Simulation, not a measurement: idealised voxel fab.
Name of the process module below: voxel wiring stack
Section cut is 175 nm wide and gridded with 5 nm square cells.
Just so we're on the same page, the cross-sections are grids of square cells, and they're listed out in bands top to bottom, each band one or more rows deep. Quick guide to a band line: top height, bottom height (nm) up front; then every material left to right with its width in nm. Only one material and it's marked "all across"? Then it fills the band edge to edge. And "empty" just means empty space. The reference from which all heights are counted is 0, the level beneath which the as-received wafer is entirely one material; the lowest band, having no lower bound, proceeds downward and is written after the example "from 0 down". Graded width ("30 to 40"): value in top row of band = first number; value in bottom row = second number; row-to-row change constant. Step note "changes: none" = no cross-section cell changed. Enclosed voids (no open way to top), threshold 8 cells or more, entry "Voids, sealed", notation width x height at distance, distance from left edge, nm. after a step's settings: what the simulator itself notes on the step. overlay nm: how far to the right of its planned place the mask lay on this masked step (negative: to the left).

Planned step list for the process:
1. op RECEIVE | material Si
2. op CONFORMAL_DEP | material SiO2 | thk nm 15
3. op DIRECTIONAL_DEP | material TiN | thk nm 5
4. op DIRECTIONAL_DEP | material W | thk nm 15
5. op DIRECTIONAL_DEP | material aC | thk nm 10
6. op PATTERN | tone cover | mask id METAL_1 | material resist | width nm 25 | pitch nm 55 | thk nm 25 | overlay nm 0
7. op DIRECTIONAL_ETCH | etch materials aC | depth nm 10
8. op STRIP | etch materials resist
9. op DIRECTIONAL_ETCH | etch materials W | depth nm 15
10. op DIRECTIONAL_ETCH | etch materials TiN | depth nm 5
11. op STRIP | etch materials aC
12. op CONFORMAL_DEP | material SiCN | thk nm 5
13. op FILL_DEP | material SiO2 | thk nm 5
14. op CMP | height nm 35
15. op CONFORMAL_DEP | material SiCN | thk nm 5
16. op DIRECTIONAL_DEP | material lowk | thk nm 30
17. op MASKED_ETCH | tone open | mask id METAL_2_HOLES | width nm 15 | etch materials lowk | depth nm 30 | overlay nm 0
18. op MASKED_ETCH | tone open | mask id METAL_2 | width nm 25 | pitch nm 55 | etch materials lowk | depth nm 20 | overlay nm 0
19. op MASKED_ETCH | tone open | mask id METAL_2 | width nm 25 | pitch nm 55 | etch materials SiCN | depth nm 5 | overlay nm 0
20. op CONFORMAL_DEP | material TiN | thk nm 5
21. op FILL_DEP | material Cu | thk nm 10
22. op CMP | height nm 70
23. op CONFORMAL_DEP | material SiN | thk nm 5

Received-state cross-section, reflecting completion of step 1:
* from 0 down = Si all across
* Voids, sealed: none

First wafer of two, sectioned at end of module; run went per plan:
* from 75 to 70 = SiN all across
* from 70 to 55 = lowk=45 / TiN=5 / Cu=15 / TiN=5 / lowk=30 / TiN=5 / Cu=15 / TiN=5 / lowk=50
* from 55 to 50 = lowk=45 / TiN=5 / Cu=5 / TiN=15 / lowk=30 / TiN=25 / lowk=50
* from 50 to 40 = lowk=45 / TiN=5 / Cu=5 / TiN=5 / lowk=115
* from 40 to 35 = SiCN=45 / TiN=15 / SiCN=115
* from 35 to 20 = SiO2=40 / SiCN=5 / W=25 / SiCN=5 / SiO2=20 / SiCN=5 / W=25 / SiCN=5 / SiO2=45
* from 20 to 15 = SiCN=45 / TiN=25 / SiCN=30 / TiN=25 / SiCN=50
* from 15 to 0 = SiO2 all across
* from 0 down = Si all across
* Voids, sealed: none

Wafer two, end of module, cross-section. Same start, same plan as wafer one. One mistake in the run:
* from 85 to 70 = SiN all across
* from 70 to 55 = lowk=45 / TiN=5 / Cu=15 / TiN=5 / lowk=30 / TiN=5 / Cu=15 / TiN=5 / lowk=50
* from 55 to 50 = lowk=45 / TiN=5 / Cu=5 / TiN=15 / lowk=30 / TiN=25 / lowk=50
* from 50 to 40 = lowk=45 / TiN=5 / Cu=5 / TiN=5 / lowk=115
* from 40 to 35 = SiCN=45 / TiN=15 / SiCN=115
* from 35 to 20 = SiO2=40 / SiCN=5 / W=25 / SiCN=5 / SiO2=20 / SiCN=5 / W=25 / SiCN=5 / SiO2=45
* from 20 to 15 = SiCN=45 / TiN=25 / SiCN=30 / TiN=25 / SiCN=50
* from 15 to 0 = SiO2 all across
* from 0 down = Si all across
* Voids, sealed: none
Heads up, the wafer didn't run the way we planned it: step 23 changed vs plan, executed as op CONFORMAL_DEP | material SiN | thk nm 15
Count the cells at the end and the second wafer has more or fewer of some materials than the first: SiN +70
